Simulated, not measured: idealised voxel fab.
Process module name: voxel self aligned contacts
Square cells of 5 nm make up the cross-section cut, whose width is 260 nm.
Notation: cross-section as square-cell grid; stated in bands, top first, going down; one or more cell rows per band. Read a band's entry like this: the first values are the height of its top and the height of its bottom in nm, and what follows is the sequence of materials from left to right, each with its width in nm. Note that "empty" is empty space, and that a single material marked "edge to edge" reaches across the band from edge to edge. All heights in this document are referenced to 0, defined as the level beneath which the wafer, as received, consists entirely of one material. The lowest band is not bounded below; it extends indefinitely downward and is written in the form "0 down". Read "30 to 40" as a graded width: first number on top, second number at the bottom, same change between each pair of neighbouring rows. Any step labelled "no alteration" changed none of the cells in the cross-section. The entry "Entrapped voids" lists the empty spaces that cover at least 8 cells and have no open path to the top. Each is written as width x height at distance, where the distance is measured from the left edge and all three values are in nm. If you see something after the settings on a step's line, that's the simulator's own remark about that step. On any step carrying a mask, the "overlay nm" setting, if present on the step's line, tells how far right of its planned place the mask lay; negative values point to the left.
## Process steps (planned)
1 RECEIVE with material Si
2 CONFORMAL_DEP with material SiO2, thk nm 5
3 DIRECTIONAL_DEP with material polySi, thk nm 25
4 DIRECTIONAL_DEP with material SiN, thk nm 25
5 PATTERN with tone cover, mask id GATE, material resist, width nm 25, pitch nm 70, thk nm 20, overlay nm 0
6 DIRECTIONAL_ETCH with etch materials SiN, depth nm 25
7 DIRECTIONAL_ETCH with etch materials polySi, depth nm 25
8 STRIP with etch materials resist
9 CONFORMAL_DEP with material SiN, thk nm 10
10 DIRECTIONAL_ETCH with etch materials SiN, depth nm 10
11 FILL_DEP with material SiO2, thk nm 20
12 CMP with height nm 65
13 MASKED_ETCH with tone open, mask id CONTACT, width nm 55, etch materials SiO2, depth nm 65, overlay nm 0
14 CONFORMAL_DEP with material TiN, thk nm 5
15 FILL_DEP with material Ru, thk nm 5
16 CMP with height nm 65
17 CONFORMAL_DEP with material SiN, thk nm 5
## Run as planned: first of two wafers
## Received-state cross-section, reflecting completion of step 1
	0 down = Si edge to edge
	Entrapped voids: none
## Once step 2 is through, the wafer looks like this in cross-section
	5 to 0 = SiO2 edge to edge
	Heights below 0 show no change.
## Once step 3 is through, the wafer looks like this in cross-section
	30 to 5 = polySi edge to edge
	Heights below 5 show no change.
## Once step 4 is through, the wafer looks like this in cross-section
	55 to 30 = SiN edge to edge
	Heights below 30 show no change.
## Once step 5 is through, the wafer looks like this in cross-section
	75 to 55 = empty 80 | resist 25 | empty 45 | resist 25 | empty 85
	Heights below 55 show no change.
## Once step 6 is through, the wafer looks like this in cross-section
	75 to 55 = empty 80 | resist 25 | empty 45 | resist 25 | empty 85
	55 to 30 = empty 80 | SiN 25 | empty 45 | SiN 25 | empty 85
	Heights below 30 show no change.
## Once step 7 is through, the wafer looks like this in cross-section
	75 to 55 = empty 80 | resist 25 | empty 45 | resist 25 | empty 85
	55 to 30 = empty 80 | SiN 25 | empty 45 | SiN 25 | empty 85
	30 to 5 = empty 80 | polySi 25 | empty 45 | polySi 25 | empty 85
	Heights below 5 show no change.
## Once step 8 is through, the wafer looks like this in cross-section
	55 to 30 = empty 80 | SiN 25 | empty 45 | SiN 25 | empty 85
	Heights below 30 show no change.
## Once step 9 is through, the wafer looks like this in cross-section
	65 to 30 = empty 70 | SiN 45 | empty 25 | SiN 45 | empty 75
	30 to 15 = empty 70 | SiN 10 | polySi 25 | SiN 10 | empty 25 | SiN 10 | polySi 25 | SiN 10 | empty 75
	15 to 5 = SiN 80 | polySi 25 | SiN 45 | polySi 25 | SiN 85
	Heights below 5 show no change.
## Once step 10 is through, the wafer looks like this in cross-section
	55 to 30 = empty 70 | SiN 45 | empty 25 | SiN 45 | empty 75
	30 to 5 = empty 70 | SiN 10 | polySi 25 | SiN 10 | empty 25 | SiN 10 | polySi 25 | SiN 10 | empty 75
	Heights below 5 show no change.
## Once step 11 is through, the wafer looks like this in cross-section
	75 to 55 = SiO2 edge to edge
	55 to 30 = SiO2 70 | SiN 45 | SiO2 25 | SiN 45 | SiO2 75
	30 to 5 = SiO2 70 | SiN 10 | polySi 25 | SiN 10 | SiO2 25 | SiN 10 | polySi 25 | SiN 10 | SiO2 75
	Heights below 5 show no change.
## Once step 12 is through, the wafer looks like this in cross-section
	65 to 55 = SiO2 edge to edge
	Heights below 55 show no change.
## Once step 13 is through, the wafer looks like this in cross-section
	65 to 55 = SiO2 100 | empty 55 | SiO2 105
	55 to 30 = SiO2 70 | SiN 45 | empty 25 | SiN 45 | SiO2 75
	30 to 5 = SiO2 70 | SiN 10 | polySi 25 | SiN 10 | empty 25 | SiN 10 | polySi 25 | SiN 10 | SiO2 75
	5 to 0 = SiO2 115 | empty 25 | SiO2 120
	Heights below 0 show no change.
## Once step 14 is through, the wafer looks like this in cross-section
	70 to 65 = TiN 105 | empty 45 | TiN 110
	65 to 55 = SiO2 100 | TiN 5 to 20 | empty 45 to 15 | TiN 5 to 20 | SiO2 105
	55 to 30 = SiO2 70 | SiN 45 | TiN 5 | empty 15 | TiN 5 | SiN 45 | SiO2 75
	30 to 5 = SiO2 70 | SiN 10 | polySi 25 | SiN 10 | TiN 5 | empty 15 | TiN 5 | SiN 10 | polySi 25 | SiN 10 | SiO2 75
	5 to 0 = SiO2 115 | TiN 25 | SiO2 120
	Heights below 0 show no change.
## Once step 15 is through, the wafer looks like this in cross-section
	75 to 70 = Ru edge to edge
	70 to 65 = TiN 105 | Ru 45 | TiN 110
	65 to 55 = SiO2 100 | TiN 5 to 20 | Ru 45 to 15 | TiN 5 to 20 | SiO2 105
	55 to 30 = SiO2 70 | SiN 45 | TiN 5 | Ru 15 | TiN 5 | SiN 45 | SiO2 75
	30 to 5 = SiO2 70 | SiN 10 | polySi 25 | SiN 10 | TiN 5 | Ru 15 | TiN 5 | SiN 10 | polySi 25 | SiN 10 | SiO2 75
	Heights below 5 show no change.
## Once step 16 is through, the wafer looks like this in cross-section
	65 to 55 = SiO2 100 | TiN 5 to 20 | Ru 45 to 15 | TiN 5 to 20 | SiO2 105
	Heights below 55 show no change.
## Once step 17 is through, the wafer looks like this in cross-section
	70 to 65 = SiN edge to edge
	Heights below 65 show no change.
## Now the other wafer: same start, same recipe, but we messed up one thing when running it. Up to and including step 14 it's the same as the first one
## What the second wafer looks like in cross-section when step 15 should have wrapped up
	75 to 70 = polySi edge to edge
	70 to 65 = TiN 105 | polySi 45 | TiN 110
	65 to 55 = SiO2 100 | TiN 5 to 20 | polySi 45 to 15 | TiN 5 to 20 | SiO2 105
	55 to 30 = SiO2 70 | SiN 45 | TiN 5 | polySi 15 | TiN 5 | SiN 45 | SiO2 75
	30 to 5 = SiO2 70 | SiN 10 | polySi 25 | SiN 10 | TiN 5 | polySi 15 | TiN 5 | SiN 10 | polySi 25 | SiN 10 | SiO2 75
	Heights below 5 show no change.
## What the second wafer looks like in cross-section when step 16 should have wrapped up
	65 to 55 = SiO2 100 | TiN 5 to 20 | polySi 45 to 15 | TiN 5 to 20 | SiO2 105
	Heights below 55 show no change.
## What the second wafer looks like in cross-section when step 17 should have wrapped up
	70 to 65 = SiN edge to edge
	Heights below 65 show no change.
Short version of what went wrong: step 15 did not use the planned setting and instead ran as FILL_DEP with material polySi, thk nm 5
Final wafer comparison in cells, second versus first, more or fewer per material: Ru: 42 fewer; polySi: 42 more
